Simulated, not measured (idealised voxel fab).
process module | voxel ribs on slabs
Square cell edge 5 nm, section width 155 nm, ID cut.
The cross-sections in this document take the form of a grid made of square cells. They are written out as bands, in order from top to bottom. Each band consists of one or more rows of cells.
Quick guide to a band line: top height, bottom height (nm) up front; then every material left to right with its width in nm. Only one material and it's marked "all across"? Then it fills the band edge to edge. And "empty" just means empty space.
Height 0 is the level under which the wafer as received is all one material. The lowest band goes on downwards, as in "from 0 down".
A width given as "30..40" starts at the first number in the band's top row and ends at the second number in its bottom row, shifting by an equal amount at every step from row to row.
Basically "nothing was modified" means that step didn't change any cell in the cross-section.
Under "Internal closed voids" you'll find the enclosed gaps, the ones with no way out to the top, that are 8 cells or bigger; each reads width x height at distance, with distance counted from the left edge, everything in nm.
It should be noted that, on the line of a given step, the content following the step's settings is a remark produced by the simulator itself with respect to that step.
What "overlay nm" on a step's line means: if the step has a mask, that mask lay this far to the right of its planned place, or, when the value is negative, to the left.
List of planned process steps:
- 1: RECEIVE | material Si
- 2: DIRECTIONAL_DEP | material SiO2 | thk nm 25
- 3: DIRECTIONAL_DEP | material SiN | thk nm 20
- 4: DIRECTIONAL_DEP | material aC | thk nm 15
- 5: PATTERN | tone cover | mask id RIB | material resist | width nm 30 | thk nm 35 | overlay nm 0
- 6: DIRECTIONAL_ETCH | etch materials aC | depth nm 15
- 7: STRIP | etch materials resist
- 8: DIRECTIONAL_ETCH | etch materials SiN | depth nm 10
- 9: STRIP | etch materials aC
- 10: DIRECTIONAL_DEP | material aC | thk nm 15
- 11: PATTERN | tone cover | mask id SLAB | material resist | width nm 60 | thk nm 30 | overlay nm 0
- 12: DIRECTIONAL_ETCH | etch materials aC | depth nm 15
- 13: STRIP | etch materials resist
- 14: DIRECTIONAL_ETCH | etch materials SiN | depth nm 10
- 15: STRIP | etch materials aC
- 16: FILL_DEP | material SiO2 | thk nm 20
- 17: CMP | height nm 55
- 18: DIRECTIONAL_DEP | material TiN | thk nm 10
- 19: PATTERN | tone cover | mask id HEATER | material resist | width nm 40 | thk nm 20 | overlay nm 0
- 20: DIRECTIONAL_ETCH | etch materials TiN | depth nm 10
- 21: STRIP | etch materials resist
- 22: CONFORMAL_DEP | material SiN | thk nm 5
First wafer out of two, processed as planned:
As-received state of the wafer in cross-section, equivalent to post-step 1:
    from 0 down  Si all across
    Internal closed voids: none
Step 2 complete: cross-section through the wafer:
    from 25 to 0  SiO2 all across
    Everything below 0 is unchanged.
Step 3 complete: cross-section through the wafer:
    from 45 to 25  SiN all across
    Everything below 25 is unchanged.
Step 4 complete: cross-section through the wafer:
    from 60 to 45  aC all across
    Everything below 45 is unchanged.
Step 5 complete: cross-section through the wafer:
    from 95 to 60  60 nm empty | 30 nm resist | 65 nm empty
    Everything below 60 is unchanged.
Step 6 complete: cross-section through the wafer:
    from 80 to 60  60 nm empty | 30 nm resist | 65 nm empty
    from 60 to 45  60 nm empty | 30 nm aC | 65 nm empty
    Everything below 45 is unchanged.
Step 7 complete: cross-section through the wafer:
    from 60 to 45  60 nm empty | 30 nm aC | 65 nm empty
    Everything below 45 is unchanged.
Step 8 complete: cross-section through the wafer:
    from 60 to 45  60 nm empty | 30 nm aC | 65 nm empty
    from 45 to 35  60 nm empty | 30 nm SiN | 65 nm empty
    Everything below 35 is unchanged.
Step 9 complete: cross-section through the wafer:
    from 45 to 35  60 nm empty | 30 nm SiN | 65 nm empty
    Everything below 35 is unchanged.
Step 10 complete: cross-section through the wafer:
    from 60 to 50  60 nm empty | 30 nm aC | 65 nm empty
    from 50 to 45  aC all across
    from 45 to 35  60 nm aC | 30 nm SiN | 65 nm aC
    Everything below 35 is unchanged.
Step 11 complete: cross-section through the wafer:
    from 90 to 60  45 nm empty | 60 nm resist | 50 nm empty
    from 60 to 50  45 nm empty | 15 nm resist | 30 nm aC | 15 nm resist | 50 nm empty
    Everything below 50 is unchanged.
Step 12 complete: cross-section through the wafer:
    from 75 to 60  45 nm empty | 60 nm resist | 50 nm empty
    from 60 to 50  45 nm empty | 15 nm resist | 30 nm aC | 15 nm resist | 50 nm empty
    from 50 to 45  45 nm empty | 60 nm aC | 50 nm empty
    from 45 to 35  45 nm empty | 15 nm aC | 30 nm SiN | 15 nm aC | 50 nm empty
    Everything below 35 is unchanged.
Step 13 complete: cross-section through the wafer:
    from 60 to 50  60 nm empty | 30 nm aC | 65 nm empty
    Everything below 50 is unchanged.
Step 14 complete: cross-section through the wafer:
    from 60 to 50  60 nm empty | 30 nm aC | 65 nm empty
    from 50 to 45  45 nm empty | 60 nm aC | 50 nm empty
    from 45 to 35  45 nm empty | 15 nm aC | 30 nm SiN | 15 nm aC | 50 nm empty
    from 35 to 25  45 nm empty | 60 nm SiN | 50 nm empty
    Everything below 25 is unchanged.
Step 15 complete: cross-section through the wafer:
    from 45 to 35  60 nm empty | 30 nm SiN | 65 nm empty
    Everything below 35 is unchanged.
Step 16 complete: cross-section through the wafer:
    from 65 to 45  SiO2 all across
    from 45 to 35  60 nm SiO2 | 30 nm SiN | 65 nm SiO2
    from 35 to 25  45 nm SiO2 | 60 nm SiN | 50 nm SiO2
    Everything below 25 is unchanged.
Step 17 complete: cross-section through the wafer:
    from 55 to 45  SiO2 all across
    Everything below 45 is unchanged.
Step 18 complete: cross-section through the wafer:
    from 65 to 55  TiN all across
    Everything below 55 is unchanged.
Step 19 complete: cross-section through the wafer:
    from 85 to 65  55 nm empty | 40 nm resist | 60 nm empty
    Everything below 65 is unchanged.
Step 20 complete: cross-section through the wafer:
    from 85 to 65  55 nm empty | 40 nm resist | 60 nm empty
    from 65 to 55  55 nm empty | 40 nm TiN | 60 nm empty
    Everything below 55 is unchanged.
Step 21 complete: cross-section through the wafer:
    from 65 to 55  55 nm empty | 40 nm TiN | 60 nm empty
    Everything below 55 is unchanged.
Step 22 complete: cross-section through the wafer:
    from 70 to 65  50 nm empty | 50 nm SiN | 55 nm empty
    from 65 to 60  50 nm empty | 5 nm SiN | 40 nm TiN | 5 nm SiN | 55 nm empty
    from 60 to 55  55 nm SiN | 40 nm TiN | 60 nm SiN
    Everything below 55 is unchanged.
Wafer two: like wafer one in start and plan, but with one mistake in execution; identical up to and including step 7:
Look at the second wafer in cross-section at the time step 8 ought to have finished:
    from 60 to 45  60 nm empty | 30 nm aC | 65 nm empty
    from 45 to 30  60 nm empty | 30 nm SiN | 65 nm empty
    Everything below 30 is unchanged.
Look at the second wafer in cross-section at the time step 9 ought to have finished:
    from 45 to 30  60 nm empty | 30 nm SiN | 65 nm empty
    Everything below 30 is unchanged.
Look at the second wafer in cross-section at the time step 10 ought to have finished:
    from 60 to 45  60 nm empty | 30 nm aC | 65 nm empty
    from 45 to 30  60 nm aC | 30 nm SiN | 65 nm aC
    Everything below 30 is unchanged.
Look at the second wafer in cross-section at the time step 11 ought to have finished:
    from 90 to 60  45 nm empty | 60 nm resist | 50 nm empty
    from 60 to 45  45 nm empty | 15 nm resist | 30 nm aC | 15 nm resist | 50 nm empty
    Everything below 45 is unchanged.
Look at the second wafer in cross-section at the time step 12 ought to have finished:
    from 75 to 60  45 nm empty | 60 nm resist | 50 nm empty
    from 60 to 45  45 nm empty | 15 nm resist | 30 nm aC | 15 nm resist | 50 nm empty
    from 45 to 30  45 nm empty | 15 nm aC | 30 nm SiN | 15 nm aC | 50 nm empty
    Everything below 30 is unchanged.
Look at the second wafer in cross-section at the time step 13 ought to have finished:
    from 60 to 45  60 nm empty | 30 nm aC | 65 nm empty
    Everything below 45 is unchanged.
Look at the second wafer in cross-section at the time step 14 ought to have finished:
    from 60 to 45  60 nm empty | 30 nm aC | 65 nm empty
    from 45 to 30  45 nm empty | 15 nm aC | 30 nm SiN | 15 nm aC | 50 nm empty
    from 30 to 25  45 nm empty | 60 nm SiN | 50 nm empty
    Everything below 25 is unchanged.
Look at the second wafer in cross-section at the time step 15 ought to have finished:
    from 45 to 30  60 nm empty | 30 nm SiN | 65 nm empty
    Everything below 30 is unchanged.
Look at the second wafer in cross-section at the time step 16 ought to have finished:
    from 65 to 45  SiO2 all across
    from 45 to 30  60 nm SiO2 | 30 nm SiN | 65 nm SiO2
    from 30 to 25  45 nm SiO2 | 60 nm SiN | 50 nm SiO2
    Everything below 25 is unchanged.
Look at the second wafer in cross-section at the time step 17 ought to have finished:
    from 55 to 45  SiO2 all across
    Everything below 45 is unchanged.
Look at the second wafer in cross-section at the time step 18 ought to have finished:
    from 65 to 55  TiN all across
    Everything below 55 is unchanged.
Look at the second wafer in cross-section at the time step 19 ought to have finished:
    from 85 to 65  55 nm empty | 40 nm resist | 60 nm empty
    Everything below 65 is unchanged.
Look at the second wafer in cross-section at the time step 20 ought to have finished:
    from 85 to 65  55 nm empty | 40 nm resist | 60 nm empty
    from 65 to 55  55 nm empty | 40 nm TiN | 60 nm empty
    Everything below 55 is unchanged.
Look at the second wafer in cross-section at the time step 21 ought to have finished:
    from 65 to 55  55 nm empty | 40 nm TiN | 60 nm empty
    Everything below 55 is unchanged.
Look at the second wafer in cross-section at the time step 22 ought to have finished:
    from 70 to 65  50 nm empty | 50 nm SiN | 55 nm empty
    from 65 to 60  50 nm empty | 5 nm SiN | 40 nm TiN | 5 nm SiN | 55 nm empty
    from 60 to 55  55 nm SiN | 40 nm TiN | 60 nm SiN
    Everything below 55 is unchanged.
Where did the run depart from the plan? step 8 was run on a setting that differed from the plan, and what really ran there is DIRECTIONAL_ETCH | etch materials SiN | depth nm 15
Cell-count delta at end, second wafer over first, by material: -6 SiN | +6 SiO2
